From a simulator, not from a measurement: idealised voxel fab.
This is a process module. Its name is voxel wiring stack.
Cross-section cut spans 210 nm and uses square cells 5 nm in size.
Cross-section layout: square cells on a grid; listed as bands, top to bottom; a band spans one or more cell rows. This entry defines a band. It first specifies the height of the band's top and the height of its bottom in nm, and then specifies the band's materials from left to right, stating each material with its width in nm. The word "full width" identifies a single material that fills the band from edge to edge, while the word "air" identifies empty space. Height 0 is the level under which the wafer as received is all one material. The lowest band goes on downwards, as in "z 0 and below". Think of "30 to 40" as a width that walks from the first number to the second as you go down the band, top row to bottom row, taking equal-sized steps from row to row. You'll sometimes find "remained the same" written for a step, and that's the way of saying that nowhere in the cross-section did a cell change during that step. For the entry "Sealed cavities", the listed items are empty spaces with no open way to the top whose size is 8 cells or more; each item follows the pattern width x height at distance, where distance is from the left edge and all three are in nm. On a step's line, text after the settings is the simulator commenting on that step. The "overlay nm" setting may appear on a step's line; for a step that uses a mask, it gives how far to the right of its planned position the mask lay, and a negative value indicates the left.

HERE'S WHAT THE PLANNED PROCESS STEPS LOOK LIKE
1 RECEIVE (material Si)
2 CONFORMAL_DEP (material SiO2; thk nm 10)
3 CONFORMAL_DEP (material SiN; thk nm 5)
4 DIRECTIONAL_DEP (material lowk; thk nm 25)
5 DIRECTIONAL_DEP (material aC; thk nm 15)
6 PATTERN (tone open; mask id METAL_1; material resist; width nm 30; pitch nm 45; thk nm 30; overlay nm 0)
7 DIRECTIONAL_ETCH (etch materials aC; depth nm 15)
8 STRIP (etch materials resist)
9 DIRECTIONAL_ETCH (etch materials lowk; depth nm 25)
10 DIRECTIONAL_ETCH (etch materials SiN; depth nm 5)
11 STRIP (etch materials aC)
12 CONFORMAL_DEP (material TiN; thk nm 5)
13 FILL_DEP (material Cu; thk nm 5)
14 CMP (height nm 40)
15 CONFORMAL_DEP (material SiCN; thk nm 5)
16 DIRECTIONAL_DEP (material lowk; thk nm 35)
17 DIRECTIONAL_DEP (material aC; thk nm 15)
18 PATTERN (tone open; mask id METAL_2_HOLES; material resist; width nm 15; thk nm 35; overlay nm 0)
19 DIRECTIONAL_ETCH (etch materials aC; depth nm 15)
20 STRIP (etch materials resist)
21 DIRECTIONAL_ETCH (etch materials lowk; depth nm 35)
22 STRIP (etch materials aC)
23 DIRECTIONAL_DEP (material aC; thk nm 15)
24 PATTERN (tone open; mask id METAL_2; material resist; width nm 30; pitch nm 45; thk nm 30; overlay nm 0)
25 DIRECTIONAL_ETCH (etch materials aC; depth nm 15)
26 STRIP (etch materials resist)
27 DIRECTIONAL_ETCH (etch materials lowk; depth nm 20)
28 DIRECTIONAL_ETCH (etch materials SiCN; depth nm 5)
29 STRIP (etch materials aC)
30 CONFORMAL_DEP (material TiN; thk nm 5)
31 FILL_DEP (material Cu; thk nm 5)
32 CMP (height nm 80)
33 CONFORMAL_DEP (material SiCN; thk nm 5)
34 DIRECTIONAL_DEP (material SiO2; thk nm 15)
35 MASKED_ETCH (tone open; mask id PLUG_2; width nm 15; etch materials SiO2; depth nm 15; overlay nm 0)
36 MASKED_ETCH (tone open; mask id PLUG_2; width nm 15; etch materials SiCN; depth nm 5; overlay nm 0)
37 EPI (material Ru; thk nm 10)
38 EPI (material Ru; thk nm 10)
39 CONFORMAL_DEP (material SiN; thk nm 5)
40 DIRECTIONAL_DEP (material lowk; thk nm 20)
41 PATTERN (tone open; mask id METAL_3; material resist; width nm 30; pitch nm 45; thk nm 20; overlay nm 0)
42 DIRECTIONAL_ETCH (etch materials lowk; depth nm 20)
43 DIRECTIONAL_ETCH (etch materials SiN; depth nm 5)
44 STRIP (etch materials resist)
45 CONFORMAL_DEP (material TiN; thk nm 5)
46 FILL_DEP (material W; thk nm 5)
47 CMP (height nm 125)
48 CONFORMAL_DEP (material SiCN; thk nm 5)

FIRST WAFER OUT OF TWO, PROCESSED AS PLANNED

STEP 1 COMPLETE: CROSS-SECTION OF THE WAFER AS RECEIVED
> z 0 and below  Si full width
> Sealed cavities: none

STATE OF THE WAFER AFTER STEP 2, SHOWN IN CROSS-SECTION
> z 10 to 0  SiO2 full width
> Under 0: no change, same as before.

STATE OF THE WAFER AFTER STEP 3, SHOWN IN CROSS-SECTION
> z 15 to 10  SiN full width
> Under 10: no change, same as before.

STATE OF THE WAFER AFTER STEP 4, SHOWN IN CROSS-SECTION
> z 40 to 15  lowk full width
> Under 15: no change, same as before.

STATE OF THE WAFER AFTER STEP 5, SHOWN IN CROSS-SECTION
> z 55 to 40  aC full width
> Under 40: no change, same as before.

STATE OF THE WAFER AFTER STEP 6, SHOWN IN CROSS-SECTION
> z 85 to 55  65 resist, 30 air, 15 resist, 30 air, 70 resist
> Under 55: no change, same as before.

STATE OF THE WAFER AFTER STEP 7, SHOWN IN CROSS-SECTION
> z 70 to 55  65 resist, 30 air, 15 resist, 30 air, 70 resist
> z 55 to 40  65 aC, 30 air, 15 aC, 30 air, 70 aC
> Under 40: no change, same as before.

STATE OF THE WAFER AFTER STEP 8, SHOWN IN CROSS-SECTION
> z 55 to 40  65 aC, 30 air, 15 aC, 30 air, 70 aC
> Under 40: no change, same as before.

STATE OF THE WAFER AFTER STEP 9, SHOWN IN CROSS-SECTION
> z 55 to 40  65 aC, 30 air, 15 aC, 30 air, 70 aC
> z 40 to 15  65 lowk, 30 air, 15 lowk, 30 air, 70 lowk
> Under 15: no change, same as before.

STATE OF THE WAFER AFTER STEP 10, SHOWN IN CROSS-SECTION
> z 55 to 40  65 aC, 30 air, 15 aC, 30 air, 70 aC
> z 40 to 15  65 lowk, 30 air, 15 lowk, 30 air, 70 lowk
> z 15 to 10  65 SiN, 30 air, 15 SiN, 30 air, 70 SiN
> Under 10: no change, same as before.

STATE OF THE WAFER AFTER STEP 11, SHOWN IN CROSS-SECTION
> z 40 to 15  65 lowk, 30 air, 15 lowk, 30 air, 70 lowk
> Under 15: no change, same as before.

STATE OF THE WAFER AFTER STEP 12, SHOWN IN CROSS-SECTION
> z 45 to 40  70 TiN, 20 air, 25 TiN, 20 air, 75 TiN
> z 40 to 15  65 lowk, 5 TiN, 20 air, 5 TiN, 15 lowk, 5 TiN, 20 air, 5 TiN, 70 lowk
> z 15 to 10  65 SiN, 30 TiN, 15 SiN, 30 TiN, 70 SiN
> Under 10: no change, same as before.

STATE OF THE WAFER AFTER STEP 13, SHOWN IN CROSS-SECTION
> z 50 to 45  Cu full width
> z 45 to 40  70 TiN, 20 Cu, 25 TiN, 20 Cu, 75 TiN
> z 40 to 15  65 lowk, 5 TiN, 20 Cu, 5 TiN, 15 lowk, 5 TiN, 20 Cu, 5 TiN, 70 lowk
> Under 15: no change, same as before.

STATE OF THE WAFER AFTER STEP 14, SHOWN IN CROSS-SECTION
> z 40 to 15  65 lowk, 5 TiN, 20 Cu, 5 TiN, 15 lowk, 5 TiN, 20 Cu, 5 TiN, 70 lowk
> Under 15: no change, same as before.

STATE OF THE WAFER AFTER STEP 15, SHOWN IN CROSS-SECTION
> z 45 to 40  SiCN full width
> Under 40: no change, same as before.

STATE OF THE WAFER AFTER STEP 16, SHOWN IN CROSS-SECTION
> z 80 to 45  lowk full width
> Under 45: no change, same as before.

STATE OF THE WAFER AFTER STEP 17, SHOWN IN CROSS-SECTION
> z 95 to 80  aC full width
> Under 80: no change, same as before.

STATE OF THE WAFER AFTER STEP 18, SHOWN IN CROSS-SECTION
> z 130 to 95  65 resist, 15 air, 130 resist
> Under 95: no change, same as before.

STATE OF THE WAFER AFTER STEP 19, SHOWN IN CROSS-SECTION
> z 115 to 95  65 resist, 15 air, 130 resist
> z 95 to 80  65 aC, 15 air, 130 aC
> Under 80: no change, same as before.

STATE OF THE WAFER AFTER STEP 20, SHOWN IN CROSS-SECTION
> z 95 to 80  65 aC, 15 air, 130 aC
> Under 80: no change, same as before.

STATE OF THE WAFER AFTER STEP 21, SHOWN IN CROSS-SECTION
> z 95 to 80  65 aC, 15 air, 130 aC
> z 80 to 45  65 lowk, 15 air, 130 lowk
> Under 45: no change, same as before.

STATE OF THE WAFER AFTER STEP 22, SHOWN IN CROSS-SECTION
> z 80 to 45  65 lowk, 15 air, 130 lowk
> Under 45: no change, same as before.

STATE OF THE WAFER AFTER STEP 23, SHOWN IN CROSS-SECTION
> z 95 to 80  65 aC, 15 air, 130 aC
> z 80 to 60  65 lowk, 15 air, 130 lowk
> z 60 to 45  65 lowk, 15 aC, 130 lowk
> Under 45: no change, same as before.

STATE OF THE WAFER AFTER STEP 24, SHOWN IN CROSS-SECTION
> z 125 to 95  65 resist, 30 air, 15 resist, 30 air, 70 resist
> Under 95: no change, same as before.

STATE OF THE WAFER AFTER STEP 25, SHOWN IN CROSS-SECTION
> z 110 to 95  65 resist, 30 air, 15 resist, 30 air, 70 resist
> z 95 to 80  65 aC, 30 air, 15 aC, 30 air, 70 aC
> z 80 to 45  65 lowk, 15 air, 130 lowk
> Under 45: no change, same as before.

STATE OF THE WAFER AFTER STEP 26, SHOWN IN CROSS-SECTION
> z 95 to 80  65 aC, 30 air, 15 aC, 30 air, 70 aC
> Under 80: no change, same as before.

STATE OF THE WAFER AFTER STEP 27, SHOWN IN CROSS-SECTION
> z 95 to 80  65 aC, 30 air, 15 aC, 30 air, 70 aC
> z 80 to 60  65 lowk, 30 air, 15 lowk, 30 air, 70 lowk
> Under 60: no change, same as before.

STATE OF THE WAFER AFTER STEP 28, SHOWN IN CROSS-SECTION
> z 95 to 80  65 aC, 30 air, 15 aC, 30 air, 70 aC
> z 80 to 60  65 lowk, 30 air, 15 lowk, 30 air, 70 lowk
> z 60 to 45  65 lowk, 15 air, 130 lowk
> z 45 to 40  65 SiCN, 15 air, 130 SiCN
> Under 40: no change, same as before.

STATE OF THE WAFER AFTER STEP 29, SHOWN IN CROSS-SECTION
> z 80 to 60  65 lowk, 30 air, 15 lowk, 30 air, 70 lowk
> Under 60: no change, same as before.

STATE OF THE WAFER AFTER STEP 30, SHOWN IN CROSS-SECTION
> z 85 to 80  70 TiN, 20 air, 25 TiN, 20 air, 75 TiN
> z 80 to 65  65 lowk, 5 TiN, 20 air, 5 TiN, 15 lowk, 5 TiN, 20 air, 5 TiN, 70 lowk
> z 65 to 60  65 lowk, 5 TiN, 5 air, 20 TiN, 15 lowk, 30 TiN, 70 lowk
> z 60 to 45  65 lowk, 5 TiN, 5 air, 5 TiN, 130 lowk
> z 45 to 40  65 SiCN, 15 TiN, 130 SiCN
> Under 40: no change, same as before.

STATE OF THE WAFER AFTER STEP 31, SHOWN IN CROSS-SECTION
> z 90 to 85  Cu full width
> z 85 to 80  70 TiN, 20 Cu, 25 TiN, 20 Cu, 75 TiN
> z 80 to 65  65 lowk, 5 TiN, 20 Cu, 5 TiN, 15 lowk, 5 TiN, 20 Cu, 5 TiN, 70 lowk
> z 65 to 60  65 lowk, 5 TiN, 5 Cu, 20 TiN, 15 lowk, 30 TiN, 70 lowk
> z 60 to 45  65 lowk, 5 TiN, 5 Cu, 5 TiN, 130 lowk
> Under 45: no change, same as before.

STATE OF THE WAFER AFTER STEP 32, SHOWN IN CROSS-SECTION
> z 80 to 65  65 lowk, 5 TiN, 20 Cu, 5 TiN, 15 lowk, 5 TiN, 20 Cu, 5 TiN, 70 lowk
> Under 65: no change, same as before.

STATE OF THE WAFER AFTER STEP 33, SHOWN IN CROSS-SECTION
> z 85 to 80  SiCN full width
> Under 80: no change, same as before.

STATE OF THE WAFER AFTER STEP 34, SHOWN IN CROSS-SECTION
> z 100 to 85  SiO2 full width
> Under 85: no change, same as before.

STATE OF THE WAFER AFTER STEP 35, SHOWN IN CROSS-SECTION
> z 100 to 85  65 SiO2, 15 air, 130 SiO2
> Under 85: no change, same as before.

STATE OF THE WAFER AFTER STEP 36, SHOWN IN CROSS-SECTION
> z 100 to 85  65 SiO2, 15 air, 130 SiO2
> z 85 to 80  65 SiCN, 15 air, 130 SiCN
> Under 80: no change, same as before.

STATE OF THE WAFER AFTER STEP 37, SHOWN IN CROSS-SECTION
> z 100 to 90  65 SiO2, 15 air, 130 SiO2
> z 90 to 85  65 SiO2, 15 Ru, 130 SiO2
> z 85 to 80  65 SiCN, 15 Ru, 130 SiCN
> Under 80: no change, same as before.

STATE OF THE WAFER AFTER STEP 38, SHOWN IN CROSS-SECTION
> z 100 to 85  65 SiO2, 15 Ru, 130 SiO2
> Under 85: no change, same as before.

STATE OF THE WAFER AFTER STEP 39, SHOWN IN CROSS-SECTION
> z 105 to 100  SiN full width
> Under 100: no change, same as before.

STATE OF THE WAFER AFTER STEP 40, SHOWN IN CROSS-SECTION
> z 125 to 105  lowk full width
> Under 105: no change, same as before.

STATE OF THE WAFER AFTER STEP 41, SHOWN IN CROSS-SECTION
> z 145 to 125  65 resist, 30 air, 15 resist, 30 air, 70 resist
> Under 125: no change, same as before.

STATE OF THE WAFER AFTER STEP 42, SHOWN IN CROSS-SECTION
> z 145 to 125  65 resist, 30 air, 15 resist, 30 air, 70 resist
> z 125 to 105  65 lowk, 30 air, 15 lowk, 30 air, 70 lowk
> Under 105: no change, same as before.

STATE OF THE WAFER AFTER STEP 43, SHOWN IN CROSS-SECTION
> z 145 to 125  65 resist, 30 air, 15 resist, 30 air, 70 resist
> z 125 to 105  65 lowk, 30 air, 15 lowk, 30 air, 70 lowk
> z 105 to 100  65 SiN, 30 air, 15 SiN, 30 air, 70 SiN
> Under 100: no change, same as before.

STATE OF THE WAFER AFTER STEP 44, SHOWN IN CROSS-SECTION
> z 125 to 105  65 lowk, 30 air, 15 lowk, 30 air, 70 lowk
> Under 105: no change, same as before.

STATE OF THE WAFER AFTER STEP 45, SHOWN IN CROSS-SECTION
> z 130 to 125  70 TiN, 20 air, 25 TiN, 20 air, 75 TiN
> z 125 to 105  65 lowk, 5 TiN, 20 air, 5 TiN, 15 lowk, 5 TiN, 20 air, 5 TiN, 70 lowk
> z 105 to 100  65 SiN, 30 TiN, 15 SiN, 30 TiN, 70 SiN
> Under 100: no change, same as before.

STATE OF THE WAFER AFTER STEP 46, SHOWN IN CROSS-SECTION
> z 135 to 130  W full width
> z 130 to 125  70 TiN, 20 W, 25 TiN, 20 W, 75 TiN
> z 125 to 105  65 lowk, 5 TiN, 20 W, 5 TiN, 15 lowk, 5 TiN, 20 W, 5 TiN, 70 lowk
> Under 105: no change, same as before.

STATE OF THE WAFER AFTER STEP 47, SHOWN IN CROSS-SECTION
> z 125 to 105  65 lowk, 5 TiN, 20 W, 5 TiN, 15 lowk, 5 TiN, 20 W, 5 TiN, 70 lowk
> Under 105: no change, same as before.

STATE OF THE WAFER AFTER STEP 48, SHOWN IN CROSS-SECTION
> z 130 to 125  SiCN full width
> Under 125: no change, same as before.

SECOND WAFER (IDENTICAL START AND PLAN, ONE PROCESSING ERROR; MATCHES FIRST WAFER THROUGH STEP 38)

THE SECOND WAFER IN CROSS-SECTION, AT THE PLANNED CLOSE OF STEP 39
> z 120 to 100  lowk full width
> Under 100: no change, same as before.

THE SECOND WAFER IN CROSS-SECTION, AT THE PLANNED CLOSE OF STEP 40
> z 125 to 120  SiN full width
> Under 120: no change, same as before.

THE SECOND WAFER IN CROSS-SECTION, AT THE PLANNED CLOSE OF STEP 41
> z 145 to 125  65 resist, 30 air, 15 resist, 30 air, 70 resist
> Under 125: no change, same as before.

The second wafer in cross-section, at the planned close of step 42: remained the same

THE SECOND WAFER IN CROSS-SECTION, AT THE PLANNED CLOSE OF STEP 43
> z 145 to 125  65 resist, 30 air, 15 resist, 30 air, 70 resist
> z 125 to 120  65 SiN, 30 air, 15 SiN, 30 air, 70 SiN
> Under 120: no change, same as before.

THE SECOND WAFER IN CROSS-SECTION, AT THE PLANNED CLOSE OF STEP 44
> z 125 to 120  65 SiN, 30 air, 15 SiN, 30 air, 70 SiN
> Under 120: no change, same as before.

THE SECOND WAFER IN CROSS-SECTION, AT THE PLANNED CLOSE OF STEP 45
> z 130 to 125  70 TiN, 20 air, 25 TiN, 20 air, 75 TiN
> z 125 to 120  65 SiN, 30 TiN, 15 SiN, 30 TiN, 70 SiN
> Under 120: no change, same as before.

THE SECOND WAFER IN CROSS-SECTION, AT THE PLANNED CLOSE OF STEP 46
> z 135 to 130  W full width
> z 130 to 125  70 TiN, 20 W, 25 TiN, 20 W, 75 TiN
> Under 125: no change, same as before.

THE SECOND WAFER IN CROSS-SECTION, AT THE PLANNED CLOSE OF STEP 47
> z 125 to 120  65 SiN, 30 TiN, 15 SiN, 30 TiN, 70 SiN
> Under 120: no change, same as before.

THE SECOND WAFER IN CROSS-SECTION, AT THE PLANNED CLOSE OF STEP 48
> z 130 to 125  SiCN full width
> Under 125: no change, same as before.
The plan and the run diverged here: mixed up steps 39 and 40 - ran each in the other's place
End of process, cell counts, second wafer against first, materials with more or fewer: -16 TiN; -32 W; +48 lowk
